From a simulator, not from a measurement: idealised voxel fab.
process module | voxel transistor to metal
cross-section cut | 180 nm wide | cells 5 nm
A cross-section is a grid of square cells, given in bands from the top down. A band is one or more rows of cells.
Each band's line starts with the height of the band's top and of its bottom, in nm. Then come its materials from left to right, each with its width in nm. One material with "throughout" fills the band from edge to edge. "air" is empty space.
Height 0 is the level under which the wafer as received is all one material. The lowest band goes on downwards, as in "0 down".
A width such as "30 to 40" changes by the same amount from each row of cells to the next, from the band's top row to its bottom row.
"no change" after a step means that no cell of the cross-section changed.
closed voids: empty space of 8 cells or more with no open way to the top, each as width x height at its distance from the left edge, in nm
after a step's settings: what the simulator itself notes on the step
overlay nm, on a step with a mask: how far to the right of its planned place the mask lay; to the left if negative
plan
1 op RECEIVE | material Si
2 op CONFORMAL_DEP | material SiO2 | thk nm 5
3 op CONFORMAL_DEP | material SiN | thk nm 10
4 op DIRECTIONAL_DEP | material aC | thk nm 15
5 op PATTERN | tone cover | mask id ACTIVE | material resist | width nm 120 | thk nm 30 | overlay nm 0
6 op DIRECTIONAL_ETCH | etch materials aC | depth nm 15
7 op STRIP | etch materials resist
8 op DIRECTIONAL_ETCH | etch materials SiN | depth nm 10
9 op DIRECTIONAL_ETCH | etch materials SiO2 | depth nm 5
10 op DIRECTIONAL_ETCH | etch materials Si | depth nm 25
11 op STRIP | etch materials aC
12 op FILL_DEP | material SiO2 | thk nm 10
13 op CMP | height nm 15
14 op SELECTIVE_ETCH | etch materials SiO2 | depth nm 10
15 op STRIP | etch materials SiN
16 op SELECTIVE_ETCH | etch materials SiO2 | depth nm 5
17 op OXIDIZE | depth nm 5
18 op DIRECTIONAL_DEP | material polySi | thk nm 25
19 op DIRECTIONAL_DEP | material SiCN | thk nm 15
20 op DIRECTIONAL_DEP | material aC | thk nm 15
21 op PATTERN | tone cover | mask id GATE | material resist | width nm 30 | thk nm 30 | overlay nm 0
22 op DIRECTIONAL_ETCH | etch materials aC | depth nm 15
23 op STRIP | etch materials resist
24 op DIRECTIONAL_ETCH | etch materials SiCN | depth nm 25
25 op DIRECTIONAL_ETCH | etch materials polySi | depth nm 35
26 op STRIP | etch materials aC
27 op CONFORMAL_DEP | material SiO2 | thk nm 5
28 op DIRECTIONAL_ETCH | etch materials SiO2 | depth nm 5
29 op CONFORMAL_DEP | material SiN | thk nm 5
30 op DIRECTIONAL_ETCH | etch materials SiN | depth nm 5
31 op DIRECTIONAL_ETCH | etch materials SiO2 | depth nm 5
32 op EPI | material SiGe | thk nm 5
33 op FILL_DEP | material SiO2 | thk nm 5
34 op CMP | height nm 25
35 op STRIP | etch materials polySi
36 op SELECTIVE_ETCH | etch materials SiO2 | depth nm 5
37 op CONFORMAL_DEP | material HfO2 | thk nm 5
38 op CONFORMAL_DEP | material TiN | thk nm 5
39 op FILL_DEP | material W | thk nm 10
40 op CMP | height nm 20
41 op DIRECTIONAL_DEP | material SiO2 | thk nm 15
42 op PATTERN | tone open | mask id CONTACT | material resist | width nm 20 | pitch nm 80 | thk nm 15 | overlay nm 0
43 op DIRECTIONAL_ETCH | etch materials SiO2 | depth nm 35
44 op STRIP | etch materials resist
45 op CONFORMAL_DEP | material TiN | thk nm 5
46 op FILL_DEP | material W | thk nm 5
47 op CMP | height nm 35
48 op CONFORMAL_DEP | material SiN | thk nm 5
49 op DIRECTIONAL_DEP | material lowk | thk nm 20
50 op DIRECTIONAL_DEP | material aC | thk nm 15
51 op PATTERN | tone open | mask id METAL_1 | material resist | width nm 20 | pitch nm 80 | thk nm 30 | overlay nm 0
52 op DIRECTIONAL_ETCH | etch materials aC | depth nm 15
53 op STRIP | etch materials resist
54 op DIRECTIONAL_ETCH | etch materials lowk | depth nm 20
55 op DIRECTIONAL_ETCH | etch materials SiN | depth nm 5
56 op STRIP | etch materials aC
57 op CONFORMAL_DEP | material TiN | thk nm 5
58 op FILL_DEP | material Ru | thk nm 5
59 op CMP | height nm 60
60 op EPI | material Ru | thk nm 5
61 op FILL_DEP | material SiCN | thk nm 5
62 op DIRECTIONAL_DEP | material lowk | thk nm 35
63 op MASKED_ETCH | tone open | mask id METAL_2_HOLES | width nm 15 | pitch nm 80 | etch materials lowk | depth nm 35 | overlay nm 0
64 op PATTERN | tone open | mask id METAL_2 | material resist | width nm 20 | pitch nm 80 | thk nm 15 | overlay nm 0
65 op DIRECTIONAL_ETCH | etch materials lowk | depth nm 20
66 op DIRECTIONAL_ETCH | etch materials SiCN | depth nm 5
67 op STRIP | etch materials resist
68 op CONFORMAL_DEP | material TiN | thk nm 5
69 op FILL_DEP | material Cu | thk nm 10
70 op CMP | height nm 105
71 op CONFORMAL_DEP | material SiCN | thk nm 5
as received, after step 1
  0 down: Si throughout
  closed voids: none
a wafer at the end: this start, this plan, one mistake
  110 to 105: SiCN throughout
  105 to 90: lowk 40 | TiN 5 | SiCN 10 | TiN 5 | lowk 60 | TiN 5 | SiCN 10 | TiN 5 | lowk 40
  90 to 85: lowk 40 | TiN 5 | SiCN 5 | TiN 10 | lowk 60 | TiN 5 | SiCN 5 | TiN 10 | lowk 40
  85 to 70: lowk 40 | TiN 5 | SiCN 5 | TiN 5 | lowk 65 | TiN 5 | SiCN 5 | TiN 5 | lowk 45
  70 to 65: SiCN 40 | TiN 15 | SiCN 65 | TiN 15 | SiCN 45
  65 to 60: SiCN 35 | Ru 30 | SiCN 50 | Ru 30 | SiCN 35
  60 to 40: lowk 40 | TiN 5 | Ru 10 | TiN 5 | lowk 60 | TiN 5 | Ru 10 | TiN 5 | lowk 40
  40 to 35: SiN 40 | TiN 20 | SiN 60 | TiN 20 | SiN 40
  35 to 20: SiO2 40 | TiN 5 | W 10 | TiN 5 | SiO2 60 | TiN 5 | W 10 | TiN 5 | SiO2 40
  20 to 5: SiO2 40 | TiN 5 | W 10 | TiN 5 | SiO2 5 | SiN 5 | HfO2 5 | TiN 5 | W 20 | TiN 5 | HfO2 5 | SiN 5 | SiO2 5 | TiN 5 | W 10 | TiN 5 | SiO2 40
  5 to 0: SiO2 40 | TiN 20 | SiO2 5 | SiN 5 | HfO2 5 | TiN 30 | HfO2 5 | SiN 5 | SiO2 5 | TiN 20 | SiO2 40
  0 to -5: SiO2 25 | SiGe 40 | SiO2 5 | HfO2 40 | SiO2 5 | SiGe 40 | SiO2 25
  -5 to -25: SiO2 30 | Si 120 | SiO2 30
  -25 down: Si throughout
  closed voids: none
what went wrong: step 69 ran as: op FILL_DEP | material SiCN | thk nm 10
